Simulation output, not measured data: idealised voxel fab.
This section sets out a process module, namely voxel wiring stack.
FYI the section here is cut, 185 nm wide, cells are 5 nm squares.
A cross-section is a grid of square cells, given in bands from the top down. A band is one or more rows of cells. Band: top height; bottom height; in nm. Then, left to right: material with width in nm, for each material. "full width": a single material spanning edge to edge. "blank": empty space. Basically, 0 is our baseline, since under it the wafer straight out of the box is all one material. The bottom band has no lower end and keeps on going down, so it looks like "z 0 and below". A width given as "30 to 40" starts at the first number in the band's top row and ends at the second number in its bottom row, shifting by an equal amount at every step from row to row. No cell of the cross-section changed in a step that is given as "nothing altered". Basically, "Encapsulated voids" tells you about the enclosed voids: empty spaces with no open way to the top, 8 cells or bigger, each written width x height at distance, where distance is from the left edge, all in nm. after a step's settings: what the simulator itself notes on the step. overlay nm: mask right of planned place by this much (step with mask). Neg. = left.

**Intended process steps**
step 1: RECEIVE | material Si
step 2: CONFORMAL_DEP | material SiO2 | thk nm 10
step 3: CONFORMAL_DEP | material SiCN | thk nm 5
step 4: DIRECTIONAL_DEP | material SiO2 | thk nm 20
step 5: PATTERN | tone open | mask id METAL_1 | material resist | width nm 25 | pitch nm 40 | thk nm 15 | overlay nm 0
step 6: DIRECTIONAL_ETCH | etch materials SiO2 | depth nm 20
step 7: DIRECTIONAL_ETCH | etch materials SiCN | depth nm 5
step 8: STRIP | etch materials resist
step 9: CONFORMAL_DEP | material TiN | thk nm 5
step 10: FILL_DEP | material Cu | thk nm 5
step 11: CMP | height nm 35
step 12: CONFORMAL_DEP | material SiCN | thk nm 5
step 13: DIRECTIONAL_DEP | material SiO2 | thk nm 30
step 14: MASKED_ETCH | tone open | mask id METAL_2_HOLES | width nm 15 | pitch nm 80 | etch materials SiO2 | depth nm 30 | overlay nm 0
step 15: MASKED_ETCH | tone open | mask id METAL_2 | width nm 25 | pitch nm 40 | etch materials SiO2 | depth nm 20 | overlay nm 0
step 16: MASKED_ETCH | tone open | mask id METAL_2 | width nm 25 | pitch nm 40 | etch materials SiCN | depth nm 5 | overlay nm 0
step 17: CONFORMAL_DEP | material TiN | thk nm 5
step 18: FILL_DEP | material Cu | thk nm 10
step 19: CMP | height nm 70
step 20: CONFORMAL_DEP | material SiN | thk nm 5

**First of two wafers, with the run carried out as planned**

**Wafer at receipt (post step 1), cross-section**
- z 0 and below  Si full width
- Encapsulated voids: none

**Once step 2 is through, the wafer looks like this in cross-section**
- z 10 to 0  SiO2 full width
- For the remainder of the cross-section, below 0, there is no change.

**Once step 3 is through, the wafer looks like this in cross-section**
- z 15 to 10  SiCN full width
- For the remainder of the cross-section, below 10, there is no change.

**Once step 4 is through, the wafer looks like this in cross-section**
- z 35 to 15  SiO2 full width
- For the remainder of the cross-section, below 15, there is no change.

**Once step 5 is through, the wafer looks like this in cross-section**
- z 50 to 35  20 nm resist; 25 nm blank; 15 nm resist; 25 nm blank; 15 nm resist; 25 nm blank; 15 nm resist; 25 nm blank; 20 nm resist
- For the remainder of the cross-section, below 35, there is no change.

**Once step 6 is through, the wafer looks like this in cross-section**
- z 50 to 35  20 nm resist; 25 nm blank; 15 nm resist; 25 nm blank; 15 nm resist; 25 nm blank; 15 nm resist; 25 nm blank; 20 nm resist
- z 35 to 15  20 nm SiO2; 25 nm blank; 15 nm SiO2; 25 nm blank; 15 nm SiO2; 25 nm blank; 15 nm SiO2; 25 nm blank; 20 nm SiO2
- For the remainder of the cross-section, below 15, there is no change.

**Once step 7 is through, the wafer looks like this in cross-section**
- z 50 to 35  20 nm resist; 25 nm blank; 15 nm resist; 25 nm blank; 15 nm resist; 25 nm blank; 15 nm resist; 25 nm blank; 20 nm resist
- z 35 to 15  20 nm SiO2; 25 nm blank; 15 nm SiO2; 25 nm blank; 15 nm SiO2; 25 nm blank; 15 nm SiO2; 25 nm blank; 20 nm SiO2
- z 15 to 10  20 nm SiCN; 25 nm blank; 15 nm SiCN; 25 nm blank; 15 nm SiCN; 25 nm blank; 15 nm SiCN; 25 nm blank; 20 nm SiCN
- For the remainder of the cross-section, below 10, there is no change.

**Once step 8 is through, the wafer looks like this in cross-section**
- z 35 to 15  20 nm SiO2; 25 nm blank; 15 nm SiO2; 25 nm blank; 15 nm SiO2; 25 nm blank; 15 nm SiO2; 25 nm blank; 20 nm SiO2
- For the remainder of the cross-section, below 15, there is no change.

**Once step 9 is through, the wafer looks like this in cross-section**
- z 40 to 35  25 nm TiN; 15 nm blank; 25 nm TiN; 15 nm blank; 25 nm TiN; 15 nm blank; 25 nm TiN; 15 nm blank; 25 nm TiN
- z 35 to 15  20 nm SiO2; 5 nm TiN; 15 nm blank; 5 nm TiN; 15 nm SiO2; 5 nm TiN; 15 nm blank; 5 nm TiN; 15 nm SiO2; 5 nm TiN; 15 nm blank; 5 nm TiN; 15 nm SiO2; 5 nm TiN; 15 nm blank; 5 nm TiN; 20 nm SiO2
- z 15 to 10  20 nm SiCN; 25 nm TiN; 15 nm SiCN; 25 nm TiN; 15 nm SiCN; 25 nm TiN; 15 nm SiCN; 25 nm TiN; 20 nm SiCN
- For the remainder of the cross-section, below 10, there is no change.

**Once step 10 is through, the wafer looks like this in cross-section**
- z 45 to 40  Cu full width
- z 40 to 35  25 nm TiN; 15 nm Cu; 25 nm TiN; 15 nm Cu; 25 nm TiN; 15 nm Cu; 25 nm TiN; 15 nm Cu; 25 nm TiN
- z 35 to 15  20 nm SiO2; 5 nm TiN; 15 nm Cu; 5 nm TiN; 15 nm SiO2; 5 nm TiN; 15 nm Cu; 5 nm TiN; 15 nm SiO2; 5 nm TiN; 15 nm Cu; 5 nm TiN; 15 nm SiO2; 5 nm TiN; 15 nm Cu; 5 nm TiN; 20 nm SiO2
- For the remainder of the cross-section, below 15, there is no change.

**Once step 11 is through, the wafer looks like this in cross-section**
- z 35 to 15  20 nm SiO2; 5 nm TiN; 15 nm Cu; 5 nm TiN; 15 nm SiO2; 5 nm TiN; 15 nm Cu; 5 nm TiN; 15 nm SiO2; 5 nm TiN; 15 nm Cu; 5 nm TiN; 15 nm SiO2; 5 nm TiN; 15 nm Cu; 5 nm TiN; 20 nm SiO2
- For the remainder of the cross-section, below 15, there is no change.

**Once step 12 is through, the wafer looks like this in cross-section**
- z 40 to 35  SiCN full width
- For the remainder of the cross-section, below 35, there is no change.

**Once step 13 is through, the wafer looks like this in cross-section**
- z 70 to 40  SiO2 full width
- For the remainder of the cross-section, below 40, there is no change.

**Once step 14 is through, the wafer looks like this in cross-section**
- z 70 to 40  20 nm SiO2; 15 nm blank; 65 nm SiO2; 15 nm blank; 70 nm SiO2
- For the remainder of the cross-section, below 40, there is no change.

**Once step 15 is through, the wafer looks like this in cross-section**
- z 70 to 50  20 nm SiO2; 25 nm blank; 15 nm SiO2; 25 nm blank; 15 nm SiO2; 25 nm blank; 15 nm SiO2; 25 nm blank; 20 nm SiO2
- For the remainder of the cross-section, below 50, there is no change.

**Once step 16 is through, the wafer looks like this in cross-section**
- z 70 to 50  20 nm SiO2; 25 nm blank; 15 nm SiO2; 25 nm blank; 15 nm SiO2; 25 nm blank; 15 nm SiO2; 25 nm blank; 20 nm SiO2
- z 50 to 40  20 nm SiO2; 15 nm blank; 65 nm SiO2; 15 nm blank; 70 nm SiO2
- z 40 to 35  20 nm SiCN; 15 nm blank; 65 nm SiCN; 15 nm blank; 70 nm SiCN
- For the remainder of the cross-section, below 35, there is no change.

**Once step 17 is through, the wafer looks like this in cross-section**
- z 75 to 70  25 nm TiN; 15 nm blank; 25 nm TiN; 15 nm blank; 25 nm TiN; 15 nm blank; 25 nm TiN; 15 nm blank; 25 nm TiN
- z 70 to 55  20 nm SiO2; 5 nm TiN; 15 nm blank; 5 nm TiN; 15 nm SiO2; 5 nm TiN; 15 nm blank; 5 nm TiN; 15 nm SiO2; 5 nm TiN; 15 nm blank; 5 nm TiN; 15 nm SiO2; 5 nm TiN; 15 nm blank; 5 nm TiN; 20 nm SiO2
- z 55 to 50  20 nm SiO2; 5 nm TiN; 5 nm blank; 15 nm TiN; 15 nm SiO2; 25 nm TiN; 15 nm SiO2; 5 nm TiN; 5 nm blank; 15 nm TiN; 15 nm SiO2; 25 nm TiN; 20 nm SiO2
- z 50 to 40  20 nm SiO2; 5 nm TiN; 5 nm blank; 5 nm TiN; 65 nm SiO2; 5 nm TiN; 5 nm blank; 5 nm TiN; 70 nm SiO2
- z 40 to 35  20 nm SiCN; 15 nm TiN; 65 nm SiCN; 15 nm TiN; 70 nm SiCN
- For the remainder of the cross-section, below 35, there is no change.

**Once step 18 is through, the wafer looks like this in cross-section**
- z 85 to 75  Cu full width
- z 75 to 70  25 nm TiN; 15 nm Cu; 25 nm TiN; 15 nm Cu; 25 nm TiN; 15 nm Cu; 25 nm TiN; 15 nm Cu; 25 nm TiN
- z 70 to 55  20 nm SiO2; 5 nm TiN; 15 nm Cu; 5 nm TiN; 15 nm SiO2; 5 nm TiN; 15 nm Cu; 5 nm TiN; 15 nm SiO2; 5 nm TiN; 15 nm Cu; 5 nm TiN; 15 nm SiO2; 5 nm TiN; 15 nm Cu; 5 nm TiN; 20 nm SiO2
- z 55 to 50  20 nm SiO2; 5 nm TiN; 5 nm Cu; 15 nm TiN; 15 nm SiO2; 25 nm TiN; 15 nm SiO2; 5 nm TiN; 5 nm Cu; 15 nm TiN; 15 nm SiO2; 25 nm TiN; 20 nm SiO2
- z 50 to 40  20 nm SiO2; 5 nm TiN; 5 nm Cu; 5 nm TiN; 65 nm SiO2; 5 nm TiN; 5 nm Cu; 5 nm TiN; 70 nm SiO2
- For the remainder of the cross-section, below 40, there is no change.

**Once step 19 is through, the wafer looks like this in cross-section**
- z 70 to 55  20 nm SiO2; 5 nm TiN; 15 nm Cu; 5 nm TiN; 15 nm SiO2; 5 nm TiN; 15 nm Cu; 5 nm TiN; 15 nm SiO2; 5 nm TiN; 15 nm Cu; 5 nm TiN; 15 nm SiO2; 5 nm TiN; 15 nm Cu; 5 nm TiN; 20 nm SiO2
- For the remainder of the cross-section, below 55, there is no change.

**Once step 20 is through, the wafer looks like this in cross-section**
- z 75 to 70  SiN full width
- For the remainder of the cross-section, below 70, there is no change.

**The second wafer was prepared from the same starting point and under the same plan as the first; its processing contained one mistake, and it remains indistinguishable from the first wafer up to and including step 4**

**Cross-section of the second wafer at the time by which step 5 should have been completed according to the plan**
- z 50 to 35  20 nm blank; 25 nm resist; 15 nm blank; 25 nm resist; 15 nm blank; 25 nm resist; 15 nm blank; 25 nm resist; 20 nm blank
- For the remainder of the cross-section, below 35, there is no change.

**Cross-section of the second wafer at the time by which step 6 should have been completed according to the plan**
- z 50 to 35  20 nm blank; 25 nm resist; 15 nm blank; 25 nm resist; 15 nm blank; 25 nm resist; 15 nm blank; 25 nm resist; 20 nm blank
- z 35 to 15  20 nm blank; 25 nm SiO2; 15 nm blank; 25 nm SiO2; 15 nm blank; 25 nm SiO2; 15 nm blank; 25 nm SiO2; 20 nm blank
- For the remainder of the cross-section, below 15, there is no change.

**Cross-section of the second wafer at the time by which step 7 should have been completed according to the plan**
- z 50 to 35  20 nm blank; 25 nm resist; 15 nm blank; 25 nm resist; 15 nm blank; 25 nm resist; 15 nm blank; 25 nm resist; 20 nm blank
- z 35 to 15  20 nm blank; 25 nm SiO2; 15 nm blank; 25 nm SiO2; 15 nm blank; 25 nm SiO2; 15 nm blank; 25 nm SiO2; 20 nm blank
- z 15 to 10  20 nm blank; 25 nm SiCN; 15 nm blank; 25 nm SiCN; 15 nm blank; 25 nm SiCN; 15 nm blank; 25 nm SiCN; 20 nm blank
- For the remainder of the cross-section, below 10, there is no change.

**Cross-section of the second wafer at the time by which step 8 should have been completed according to the plan**
- z 35 to 15  20 nm blank; 25 nm SiO2; 15 nm blank; 25 nm SiO2; 15 nm blank; 25 nm SiO2; 15 nm blank; 25 nm SiO2; 20 nm blank
- For the remainder of the cross-section, below 15, there is no change.

**Cross-section of the second wafer at the time by which step 9 should have been completed according to the plan**
- z 40 to 35  15 nm blank; 35 nm TiN; 5 nm blank; 35 nm TiN; 5 nm blank; 35 nm TiN; 5 nm blank; 35 nm TiN; 15 nm blank
- z 35 to 15  15 nm blank; 5 nm TiN; 25 nm SiO2; 5 nm TiN; 5 nm blank; 5 nm TiN; 25 nm SiO2; 5 nm TiN; 5 nm blank; 5 nm TiN; 25 nm SiO2; 5 nm TiN; 5 nm blank; 5 nm TiN; 25 nm SiO2; 5 nm TiN; 15 nm blank
- z 15 to 10  20 nm TiN; 25 nm SiCN; 15 nm TiN; 25 nm SiCN; 15 nm TiN; 25 nm SiCN; 15 nm TiN; 25 nm SiCN; 20 nm TiN
- For the remainder of the cross-section, below 10, there is no change.

**Cross-section of the second wafer at the time by which step 10 should have been completed according to the plan**
- z 45 to 40  Cu full width
- z 40 to 35  15 nm Cu; 35 nm TiN; 5 nm Cu; 35 nm TiN; 5 nm Cu; 35 nm TiN; 5 nm Cu; 35 nm TiN; 15 nm Cu
- z 35 to 15  15 nm Cu; 5 nm TiN; 25 nm SiO2; 5 nm TiN; 5 nm Cu; 5 nm TiN; 25 nm SiO2; 5 nm TiN; 5 nm Cu; 5 nm TiN; 25 nm SiO2; 5 nm TiN; 5 nm Cu; 5 nm TiN; 25 nm SiO2; 5 nm TiN; 15 nm Cu
- For the remainder of the cross-section, below 15, there is no change.

**Cross-section of the second wafer at the time by which step 11 should have been completed according to the plan**
- z 35 to 15  15 nm Cu; 5 nm TiN; 25 nm SiO2; 5 nm TiN; 5 nm Cu; 5 nm TiN; 25 nm SiO2; 5 nm TiN; 5 nm Cu; 5 nm TiN; 25 nm SiO2; 5 nm TiN; 5 nm Cu; 5 nm TiN; 25 nm SiO2; 5 nm TiN; 15 nm Cu
- For the remainder of the cross-section, below 15, there is no change.

**Cross-section of the second wafer at the time by which step 12 should have been completed according to the plan**
- z 40 to 35  SiCN full width
- For the remainder of the cross-section, below 35, there is no change.

**Cross-section of the second wafer at the time by which step 13 should have been completed according to the plan**
- z 70 to 40  SiO2 full width
- For the remainder of the cross-section, below 40, there is no change.

**Cross-section of the second wafer at the time by which step 14 should have been completed according to the plan**
- z 70 to 40  20 nm SiO2; 15 nm blank; 65 nm SiO2; 15 nm blank; 70 nm SiO2
- For the remainder of the cross-section, below 40, there is no change.

**Cross-section of the second wafer at the time by which step 15 should have been completed according to the plan**
- z 70 to 50  20 nm SiO2; 25 nm blank; 15 nm SiO2; 25 nm blank; 15 nm SiO2; 25 nm blank; 15 nm SiO2; 25 nm blank; 20 nm SiO2
- For the remainder of the cross-section, below 50, there is no change.

**Cross-section of the second wafer at the time by which step 16 should have been completed according to the plan**
- z 70 to 50  20 nm SiO2; 25 nm blank; 15 nm SiO2; 25 nm blank; 15 nm SiO2; 25 nm blank; 15 nm SiO2; 25 nm blank; 20 nm SiO2
- z 50 to 40  20 nm SiO2; 15 nm blank; 65 nm SiO2; 15 nm blank; 70 nm SiO2
- z 40 to 35  20 nm SiCN; 15 nm blank; 65 nm SiCN; 15 nm blank; 70 nm SiCN
- For the remainder of the cross-section, below 35, there is no change.

**Cross-section of the second wafer at the time by which step 17 should have been completed according to the plan**
- z 75 to 70  25 nm TiN; 15 nm blank; 25 nm TiN; 15 nm blank; 25 nm TiN; 15 nm blank; 25 nm TiN; 15 nm blank; 25 nm TiN
- z 70 to 55  20 nm SiO2; 5 nm TiN; 15 nm blank; 5 nm TiN; 15 nm SiO2; 5 nm TiN; 15 nm blank; 5 nm TiN; 15 nm SiO2; 5 nm TiN; 15 nm blank; 5 nm TiN; 15 nm SiO2; 5 nm TiN; 15 nm blank; 5 nm TiN; 20 nm SiO2
- z 55 to 50  20 nm SiO2; 5 nm TiN; 5 nm blank; 15 nm TiN; 15 nm SiO2; 25 nm TiN; 15 nm SiO2; 5 nm TiN; 5 nm blank; 15 nm TiN; 15 nm SiO2; 25 nm TiN; 20 nm SiO2
- z 50 to 40  20 nm SiO2; 5 nm TiN; 5 nm blank; 5 nm TiN; 65 nm SiO2; 5 nm TiN; 5 nm blank; 5 nm TiN; 70 nm SiO2
- z 40 to 35  20 nm SiCN; 15 nm TiN; 65 nm SiCN; 15 nm TiN; 70 nm SiCN
- For the remainder of the cross-section, below 35, there is no change.

**Cross-section of the second wafer at the time by which step 18 should have been completed according to the plan**
- z 85 to 75  Cu full width
- z 75 to 70  25 nm TiN; 15 nm Cu; 25 nm TiN; 15 nm Cu; 25 nm TiN; 15 nm Cu; 25 nm TiN; 15 nm Cu; 25 nm TiN
- z 70 to 55  20 nm SiO2; 5 nm TiN; 15 nm Cu; 5 nm TiN; 15 nm SiO2; 5 nm TiN; 15 nm Cu; 5 nm TiN; 15 nm SiO2; 5 nm TiN; 15 nm Cu; 5 nm TiN; 15 nm SiO2; 5 nm TiN; 15 nm Cu; 5 nm TiN; 20 nm SiO2
- z 55 to 50  20 nm SiO2; 5 nm TiN; 5 nm Cu; 15 nm TiN; 15 nm SiO2; 25 nm TiN; 15 nm SiO2; 5 nm TiN; 5 nm Cu; 15 nm TiN; 15 nm SiO2; 25 nm TiN; 20 nm SiO2
- z 50 to 40  20 nm SiO2; 5 nm TiN; 5 nm Cu; 5 nm TiN; 65 nm SiO2; 5 nm TiN; 5 nm Cu; 5 nm TiN; 70 nm SiO2
- For the remainder of the cross-section, below 40, there is no change.

**Cross-section of the second wafer at the time by which step 19 should have been completed according to the plan**
- z 70 to 55  20 nm SiO2; 5 nm TiN; 15 nm Cu; 5 nm TiN; 15 nm SiO2; 5 nm TiN; 15 nm Cu; 5 nm TiN; 15 nm SiO2; 5 nm TiN; 15 nm Cu; 5 nm TiN; 15 nm SiO2; 5 nm TiN; 15 nm Cu; 5 nm TiN; 20 nm SiO2
- For the remainder of the cross-section, below 55, there is no change.

**Cross-section of the second wafer at the time by which step 20 should have been completed according to the plan**
- z 75 to 70  SiN full width
- For the remainder of the cross-section, below 70, there is no change.
Which mistake was made when the wafer was run? step 5 off recipe, ran as PATTERN | tone cover | mask id METAL_1 | material resist | width nm 25 | pitch nm 40 | thk nm 15 | overlay nm 0
Materials where the second wafer ends with more or fewer cells than the first: 12 fewer of Cu | 3 more of SiCN | 12 more of SiO2 | 3 fewer of TiN
